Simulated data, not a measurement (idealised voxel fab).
voxel self aligned contacts: a process module
Each square cell in cross-section cut measures 5 nm, and the section as a whole is 285 nm wide.
Cross-section spec: square-cell grid; bands listed top down; each band is one or more rows.
In this notation a band is specified by the heights of its top and bottom, in that order and in nm, after which its materials appear from left to right, each paired with its width in nm. The word "throughout" attached to a single material means that material fills the band from edge to edge; the word "air" stands for empty space.
It should be noted that heights are counted from 0, beneath which the wafer as supplied is of one material throughout, and that the lowest band possesses no lower boundary but continues downward, as written in "0 nm and below".
Width: "30->40" (first number = top row, second number = bottom row, same change from row to row of cells).
"no alteration" for a step: no cell of the cross-section changed in that step.
Voids not open to the top, 8 cells minimum: see "Catalogued sealed voids". Written width x height at distance; distance is from the left edge; nm.
The remark found on a step's line after its settings is issued by the simulator itself and pertains to that step.
overlay nm: for a step with a mask, the amount by which the mask lay right of where it was planned; a negative amount means left of it.

This section lists the process steps that were planned
1. RECEIVE,material Si
2. CONFORMAL_DEP,material SiO2,thk nm 5
3. DIRECTIONAL_DEP,material polySi,thk nm 25
4. DIRECTIONAL_DEP,material SiN,thk nm 15
5. DIRECTIONAL_DEP,material aC,thk nm 15
6. PATTERN,tone cover,mask id GATE,material resist,width nm 35,pitch nm 60,thk nm 30,overlay nm 0
7. DIRECTIONAL_ETCH,etch materials aC,depth nm 15
8. STRIP,etch materials resist
9. DIRECTIONAL_ETCH,etch materials SiN,depth nm 15
10. DIRECTIONAL_ETCH,etch materials polySi,depth nm 25
11. STRIP,etch materials aC
12. CONFORMAL_DEP,material SiN,thk nm 5
13. DIRECTIONAL_ETCH,etch materials SiN,depth nm 5
14. FILL_DEP,material SiO2,thk nm 15
15. CMP,height nm 55
16. DIRECTIONAL_DEP,material aC,thk nm 15
17. PATTERN,tone open,mask id CONTACT,material resist,width nm 45,pitch nm 60,thk nm 35,overlay nm 0
18. DIRECTIONAL_ETCH,etch materials aC,depth nm 15
19. STRIP,etch materials resist
20. DIRECTIONAL_ETCH,etch materials SiO2,depth nm 55
21. STRIP,etch materials aC
22. CONFORMAL_DEP,material TiN,thk nm 5
23. FILL_DEP,material Ru,thk nm 5
24. CMP,height nm 55
25. CONFORMAL_DEP,material SiCN,thk nm 5

The following pertains to the first of two wafers, which was processed as planned

Wafer at receipt (post step 1), cross-section
    0 nm and below  Si throughout
    Catalogued sealed voids: none

The following cross-section depicts the wafer upon completion of step 2
    5 nm to 0 nm  SiO2 throughout
    Everything under 0 stays put, no change at all.

The following cross-section depicts the wafer upon completion of step 3
    30 nm to 5 nm  polySi throughout
    Everything under 5 stays put, no change at all.

The following cross-section depicts the wafer upon completion of step 4
    45 nm to 30 nm  SiN throughout
    Everything under 30 stays put, no change at all.

The following cross-section depicts the wafer upon completion of step 5
    60 nm to 45 nm  aC throughout
    Everything under 45 stays put, no change at all.

The following cross-section depicts the wafer upon completion of step 6
    90 nm to 60 nm  air (65) | resist (35) | air (25) | resist (35) | air (25) | resist (35) | air (65)
    Everything under 60 stays put, no change at all.

The following cross-section depicts the wafer upon completion of step 7
    75 nm to 60 nm  air (65) | resist (35) | air (25) | resist (35) | air (25) | resist (35) | air (65)
    60 nm to 45 nm  air (65) | aC (35) | air (25) | aC (35) | air (25) | aC (35) | air (65)
    Everything under 45 stays put, no change at all.

The following cross-section depicts the wafer upon completion of step 8
    60 nm to 45 nm  air (65) | aC (35) | air (25) | aC (35) | air (25) | aC (35) | air (65)
    Everything under 45 stays put, no change at all.

The following cross-section depicts the wafer upon completion of step 9
    60 nm to 45 nm  air (65) | aC (35) | air (25) | aC (35) | air (25) | aC (35) | air (65)
    45 nm to 30 nm  air (65) | SiN (35) | air (25) | SiN (35) | air (25) | SiN (35) | air (65)
    Everything under 30 stays put, no change at all.

The following cross-section depicts the wafer upon completion of step 10
    60 nm to 45 nm  air (65) | aC (35) | air (25) | aC (35) | air (25) | aC (35) | air (65)
    45 nm to 30 nm  air (65) | SiN (35) | air (25) | SiN (35) | air (25) | SiN (35) | air (65)
    30 nm to 5 nm  air (65) | polySi (35) | air (25) | polySi (35) | air (25) | polySi (35) | air (65)
    Everything under 5 stays put, no change at all.

The following cross-section depicts the wafer upon completion of step 11
    45 nm to 30 nm  air (65) | SiN (35) | air (25) | SiN (35) | air (25) | SiN (35) | air (65)
    Everything under 30 stays put, no change at all.

The following cross-section depicts the wafer upon completion of step 12
    50 nm to 30 nm  air (60) | SiN (45) | air (15) | SiN (45) | air (15) | SiN (45) | air (60)
    30 nm to 10 nm  air (60) | SiN (5) | polySi (35) | SiN (5) | air (15) | SiN (5) | polySi (35) | SiN (5) | air (15) | SiN (5) | polySi (35) | SiN (5) | air (60)
    10 nm to 5 nm  SiN (65) | polySi (35) | SiN (25) | polySi (35) | SiN (25) | polySi (35) | SiN (65)
    Everything under 5 stays put, no change at all.

The following cross-section depicts the wafer upon completion of step 13
    45 nm to 30 nm  air (60) | SiN (45) | air (15) | SiN (45) | air (15) | SiN (45) | air (60)
    30 nm to 5 nm  air (60) | SiN (5) | polySi (35) | SiN (5) | air (15) | SiN (5) | polySi (35) | SiN (5) | air (15) | SiN (5) | polySi (35) | SiN (5) | air (60)
    Everything under 5 stays put, no change at all.

The following cross-section depicts the wafer upon completion of step 14
    60 nm to 45 nm  SiO2 throughout
    45 nm to 30 nm  SiO2 (60) | SiN (45) | SiO2 (15) | SiN (45) | SiO2 (15) | SiN (45) | SiO2 (60)
    30 nm to 5 nm  SiO2 (60) | SiN (5) | polySi (35) | SiN (5) | SiO2 (15) | SiN (5) | polySi (35) | SiN (5) | SiO2 (15) | SiN (5) | polySi (35) | SiN (5) | SiO2 (60)
    Everything under 5 stays put, no change at all.

The following cross-section depicts the wafer upon completion of step 15
    55 nm to 45 nm  SiO2 throughout
    Everything under 45 stays put, no change at all.

The following cross-section depicts the wafer upon completion of step 16
    70 nm to 55 nm  aC throughout
    Everything under 55 stays put, no change at all.

The following cross-section depicts the wafer upon completion of step 17
    105 nm to 70 nm  resist (90) | air (45) | resist (15) | air (45) | resist (90)
    Everything under 70 stays put, no change at all.

The following cross-section depicts the wafer upon completion of step 18
    90 nm to 70 nm  resist (90) | air (45) | resist (15) | air (45) | resist (90)
    70 nm to 55 nm  aC (90) | air (45) | aC (15) | air (45) | aC (90)
    Everything under 55 stays put, no change at all.

The following cross-section depicts the wafer upon completion of step 19
    70 nm to 55 nm  aC (90) | air (45) | aC (15) | air (45) | aC (90)
    Everything under 55 stays put, no change at all.

The following cross-section depicts the wafer upon completion of step 20
    70 nm to 55 nm  aC (90) | air (45) | aC (15) | air (45) | aC (90)
    55 nm to 45 nm  SiO2 (90) | air (45) | SiO2 (15) | air (45) | SiO2 (90)
    45 nm to 30 nm  SiO2 (60) | SiN (45) | air (15) | SiN (45) | air (15) | SiN (45) | SiO2 (60)
    30 nm to 5 nm  SiO2 (60) | SiN (5) | polySi (35) | SiN (5) | air (15) | SiN (5) | polySi (35) | SiN (5) | air (15) | SiN (5) | polySi (35) | SiN (5) | SiO2 (60)
    5 nm to 0 nm  SiO2 (105) | air (15) | SiO2 (45) | air (15) | SiO2 (105)
    Everything under 0 stays put, no change at all.

The following cross-section depicts the wafer upon completion of step 21
    55 nm to 45 nm  SiO2 (90) | air (45) | SiO2 (15) | air (45) | SiO2 (90)
    Everything under 45 stays put, no change at all.

The following cross-section depicts the wafer upon completion of step 22
    60 nm to 55 nm  TiN (95) | air (35) | TiN (25) | air (35) | TiN (95)
    55 nm to 45 nm  SiO2 (90) | TiN (5->20) | air (35->5) | TiN (5->20) | SiO2 (15) | TiN (5->20) | air (35->5) | TiN (5->20) | SiO2 (90)
    45 nm to 30 nm  SiO2 (60) | SiN (45) | TiN (5) | air (5) | TiN (5) | SiN (45) | TiN (5) | air (5) | TiN (5) | SiN (45) | SiO2 (60)
    30 nm to 5 nm  SiO2 (60) | SiN (5) | polySi (35) | SiN (5) | TiN (5) | air (5) | TiN (5) | SiN (5) | polySi (35) | SiN (5) | TiN (5) | air (5) | TiN (5) | SiN (5) | polySi (35) | SiN (5) | SiO2 (60)
    5 nm to 0 nm  SiO2 (105) | TiN (15) | SiO2 (45) | TiN (15) | SiO2 (105)
    Everything under 0 stays put, no change at all.

The following cross-section depicts the wafer upon completion of step 23
    65 nm to 60 nm  Ru throughout
    60 nm to 55 nm  TiN (95) | Ru (35) | TiN (25) | Ru (35) | TiN (95)
    55 nm to 45 nm  SiO2 (90) | TiN (5->20) | Ru (35->5) | TiN (5->20) | SiO2 (15) | TiN (5->20) | Ru (35->5) | TiN (5->20) | SiO2 (90)
    45 nm to 30 nm  SiO2 (60) | SiN (45) | TiN (5) | Ru (5) | TiN (5) | SiN (45) | TiN (5) | Ru (5) | TiN (5) | SiN (45) | SiO2 (60)
    30 nm to 5 nm  SiO2 (60) | SiN (5) | polySi (35) | SiN (5) | TiN (5) | Ru (5) | TiN (5) | SiN (5) | polySi (35) | SiN (5) | TiN (5) | Ru (5) | TiN (5) | SiN (5) | polySi (35) | SiN (5) | SiO2 (60)
    Everything under 5 stays put, no change at all.

The following cross-section depicts the wafer upon completion of step 24
    55 nm to 45 nm  SiO2 (90) | TiN (5->20) | Ru (35->5) | TiN (5->20) | SiO2 (15) | TiN (5->20) | Ru (35->5) | TiN (5->20) | SiO2 (90)
    Everything under 45 stays put, no change at all.

The following cross-section depicts the wafer upon completion of step 25
    60 nm to 55 nm  SiCN throughout
    Everything under 55 stays put, no change at all.

It is to be noted that the second wafer proceeded from the same initial state and according to the same plan as the first, although one mistake was committed in its execution; through step 16, inclusive, the two wafers share an identical history

Second wafer, cut view, end of step 17 per plan
    105 nm to 70 nm  resist (85) | air (45) | resist (15) | air (45) | resist (95)
    Everything under 70 stays put, no change at all.

Second wafer, cut view, end of step 18 per plan
    90 nm to 70 nm  resist (85) | air (45) | resist (15) | air (45) | resist (95)
    70 nm to 55 nm  aC (85) | air (45) | aC (15) | air (45) | aC (95)
    Everything under 55 stays put, no change at all.

Second wafer, cut view, end of step 19 per plan
    70 nm to 55 nm  aC (85) | air (45) | aC (15) | air (45) | aC (95)
    Everything under 55 stays put, no change at all.

Second wafer, cut view, end of step 20 per plan
    70 nm to 55 nm  aC (85) | air (45) | aC (15) | air (45) | aC (95)
    55 nm to 45 nm  SiO2 (85) | air (45) | SiO2 (15) | air (45) | SiO2 (95)
    45 nm to 30 nm  SiO2 (60) | SiN (45) | air (15) | SiN (45) | air (15) | SiN (45) | SiO2 (60)
    30 nm to 5 nm  SiO2 (60) | SiN (5) | polySi (35) | SiN (5) | air (15) | SiN (5) | polySi (35) | SiN (5) | air (15) | SiN (5) | polySi (35) | SiN (5) | SiO2 (60)
    5 nm to 0 nm  SiO2 (105) | air (15) | SiO2 (45) | air (15) | SiO2 (105)
    Everything under 0 stays put, no change at all.

Second wafer, cut view, end of step 21 per plan
    55 nm to 45 nm  SiO2 (85) | air (45) | SiO2 (15) | air (45) | SiO2 (95)
    Everything under 45 stays put, no change at all.

Second wafer, cut view, end of step 22 per plan
    60 nm to 55 nm  TiN (90) | air (35) | TiN (25) | air (35) | TiN (100)
    55 nm to 45 nm  SiO2 (85) | TiN (5->25) | air (35->5) | TiN (5->15) | SiO2 (15) | TiN (5->25) | air (35->5) | TiN (5->15) | SiO2 (95)
    45 nm to 30 nm  SiO2 (60) | SiN (45) | TiN (5) | air (5) | TiN (5) | SiN (45) | TiN (5) | air (5) | TiN (5) | SiN (45) | SiO2 (60)
    30 nm to 5 nm  SiO2 (60) | SiN (5) | polySi (35) | SiN (5) | TiN (5) | air (5) | TiN (5) | SiN (5) | polySi (35) | SiN (5) | TiN (5) | air (5) | TiN (5) | SiN (5) | polySi (35) | SiN (5) | SiO2 (60)
    5 nm to 0 nm  SiO2 (105) | TiN (15) | SiO2 (45) | TiN (15) | SiO2 (105)
    Everything under 0 stays put, no change at all.

Second wafer, cut view, end of step 23 per plan
    65 nm to 60 nm  Ru throughout
    60 nm to 55 nm  TiN (90) | Ru (35) | TiN (25) | Ru (35) | TiN (100)
    55 nm to 45 nm  SiO2 (85) | TiN (5->25) | Ru (35->5) | TiN (5->15) | SiO2 (15) | TiN (5->25) | Ru (35->5) | TiN (5->15) | SiO2 (95)
    45 nm to 30 nm  SiO2 (60) | SiN (45) | TiN (5) | Ru (5) | TiN (5) | SiN (45) | TiN (5) | Ru (5) | TiN (5) | SiN (45) | SiO2 (60)
    30 nm to 5 nm  SiO2 (60) | SiN (5) | polySi (35) | SiN (5) | TiN (5) | Ru (5) | TiN (5) | SiN (5) | polySi (35) | SiN (5) | TiN (5) | Ru (5) | TiN (5) | SiN (5) | polySi (35) | SiN (5) | SiO2 (60)
    Everything under 5 stays put, no change at all.

Second wafer, cut view, end of step 24 per plan
    55 nm to 45 nm  SiO2 (85) | TiN (5->25) | Ru (35->5) | TiN (5->15) | SiO2 (15) | TiN (5->25) | Ru (35->5) | TiN (5->15) | SiO2 (95)
    Everything under 45 stays put, no change at all.

Second wafer, cut view, end of step 25 per plan
    60 nm to 55 nm  SiCN throughout
    Everything under 55 stays put, no change at all.
Which mistake was made when the wafer was run? so step 17 ended up running with a different setting than we planned, it ran as PATTERN,tone open,mask id CONTACT,material resist,width nm 45,pitch nm 60,thk nm 35,overlay nm -5
Same inventory, different map: at the end, the second wafer holds as many cells of each material as the first, placed elsewhere.
